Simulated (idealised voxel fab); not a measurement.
This is a process module. Its name is voxel transistor to metal.
For reference, the cross-section in this document is cut, with width 300 nm and square cells of 5 nm.
The cross-sections in this document take the form of a grid made of square cells. They are written out as bands, in order from top to bottom. Each band consists of one or more rows of cells. Band: top and bottom heights (nm) first, top before bottom; then materials from left to right, widths in nm. "full width" marks a sole material filling the band edge to edge. "empty" denotes empty space. All heights in this document are referenced to 0, defined as the level beneath which the wafer, as received, consists entirely of one material. The lowest band is not bounded below; it extends indefinitely downward and is written in the form "0 -> down". Width spec "30 to 40" -> top row of cells at first value, bottom row at second value, equal per-row change in between. Basically "nothing was modified" means that step didn't change any cell in the cross-section. "closed voids": sealed empty spaces, 8 cells or more, no open way to top, listed width x height at distance, with distance from the left edge and width, height and distance in nm. Post-settings text on a step line: simulator's own remark regarding the step. "overlay nm" denotes, for a step that has a mask, the displacement of the mask to the right of its planned place, with negative values corresponding to the left.

**The planned process steps are enumerated hereunder**
1) RECEIVE: material Si
2) OXIDIZE: depth nm 5
3) CONFORMAL_DEP: material SiN, thk nm 10
4) MASKED_ETCH: tone cover, mask id ACTIVE, width nm 105, pitch nm 130, etch materials SiN, depth nm 10, overlay nm 0
5) MASKED_ETCH: tone cover, mask id ACTIVE, width nm 105, pitch nm 130, etch materials SiO2, depth nm 5, overlay nm 0
6) MASKED_ETCH: tone cover, mask id ACTIVE, width nm 105, pitch nm 130, etch materials Si, depth nm 30, overlay nm 0
7) FILL_DEP: material SiO2, thk nm 15
8) CMP: height nm 10
9) SELECTIVE_ETCH: etch materials SiO2, depth nm 5
10) STRIP: etch materials SiN
11) SELECTIVE_ETCH: etch materials SiO2, depth nm 5
12) OXIDIZE: depth nm 5
13) DIRECTIONAL_DEP: material polySi, thk nm 30
14) DIRECTIONAL_DEP: material SiCN, thk nm 15
15) MASKED_ETCH: tone cover, mask id GATE, width nm 15, pitch nm 130, etch materials SiCN, depth nm 25, overlay nm 0
16) MASKED_ETCH: tone cover, mask id GATE, width nm 15, pitch nm 130, etch materials polySi, depth nm 40, overlay nm 0
17) CONFORMAL_DEP: material SiN, thk nm 10
18) DIRECTIONAL_ETCH: etch materials SiN, depth nm 10
19) DIRECTIONAL_ETCH: etch materials SiO2, depth nm 5
20) EPI: material SiGe, thk nm 5
21) FILL_DEP: material SiO2, thk nm 5
22) CMP: height nm 40
23) DIRECTIONAL_DEP: material SiO2, thk nm 10
24) DIRECTIONAL_DEP: material aC, thk nm 10
25) PATTERN: tone open, mask id CONTACT, material resist, width nm 30, thk nm 25, overlay nm 0
26) DIRECTIONAL_ETCH: etch materials aC, depth nm 10
27) STRIP: etch materials resist
28) DIRECTIONAL_ETCH: etch materials SiO2, depth nm 55
29) STRIP: etch materials aC
30) CONFORMAL_DEP: material TiN, thk nm 5
31) FILL_DEP: material W, thk nm 5
32) CMP: height nm 50
33) CONFORMAL_DEP: material SiN, thk nm 5
34) DIRECTIONAL_DEP: material lowk, thk nm 25
35) DIRECTIONAL_DEP: material aC, thk nm 15
36) PATTERN: tone open, mask id METAL_1, material resist, width nm 20, pitch nm 65, thk nm 35, overlay nm 0
37) DIRECTIONAL_ETCH: etch materials aC, depth nm 15
38) STRIP: etch materials resist
39) DIRECTIONAL_ETCH: etch materials lowk, depth nm 25
40) DIRECTIONAL_ETCH: etch materials SiN, depth nm 5
41) STRIP: etch materials aC
42) CONFORMAL_DEP: material TiN, thk nm 5
43) FILL_DEP: material Ru, thk nm 10
44) CMP: height nm 80
45) EPI: material Ru, thk nm 5
46) FILL_DEP: material SiCN, thk nm 5

**Here's what the wafer looked like in cross-section when it arrived - that's after step 1**
0 -> down: Si full width
closed voids: none

**Starting structure and process plan are as shown above, but one mistake was made in running the module; the wafer cross-section at the end of the module follows**
90 -> 85: SiCN full width
85 -> 80: SiCN 35  Ru 30  SiCN 35  Ru 30  SiCN 35  Ru 30  SiCN 35  Ru 30  SiCN 40
80 -> 55: lowk 40  TiN 5  Ru 10  TiN 5  lowk 45  TiN 5  Ru 10  TiN 5  lowk 45  TiN 5  Ru 10  TiN 5  lowk 45  TiN 5  Ru 10  TiN 5  lowk 45
55 -> 50: SiN 40  TiN 20  SiN 45  TiN 20  SiN 45  TiN 20  SiN 45  TiN 20  SiN 45
50 -> 40: SiO2 40  TiN 5  W 20 to 15  TiN 5 to 10  SiO2 25  TiN 5 to 10  W 20 to 15  TiN 5  SiO2 45  TiN 5  W 20 to 15  TiN 5 to 10  SiO2 25  TiN 5 to 10  W 20 to 15  TiN 5  SiO2 45
40 -> 25: SiO2 40  TiN 5  W 15  TiN 5  SiN 10  SiCN 15  SiN 10  TiN 5  W 15  TiN 5  SiO2 45  TiN 5  W 15  TiN 5  SiN 10  SiCN 15  SiN 10  TiN 5  W 15  TiN 5  SiO2 45
25 -> 0: SiO2 40  TiN 5  W 15  TiN 5  SiN 10  polySi 15  SiN 10  TiN 5  W 15  TiN 5  SiO2 45  TiN 5  W 15  TiN 5  SiN 10  polySi 15  SiN 10  TiN 5  W 15  TiN 5  SiO2 45
0 -> -5: SiO2 25  SiN 10  SiO2 5  TiN 25  SiN 10  polySi 15  SiN 10  TiN 25  SiO2 5  SiN 10  SiO2 15  SiN 10  SiO2 5  TiN 25  SiN 10  polySi 15  SiN 10  TiN 25  SiO2 5  SiN 10  SiO2 30
-5 -> -10: SiO2 35  SiGe 30  SiO2 35  SiGe 30  SiO2 35  SiGe 30  SiO2 35  SiGe 30  SiO2 40
-10 -> -65: SiO2 30  Si 105  SiO2 25  Si 105  SiO2 35
-65 -> down: Si full width
closed voids: none
Want to know what went wrong? plan step 6 ran twice
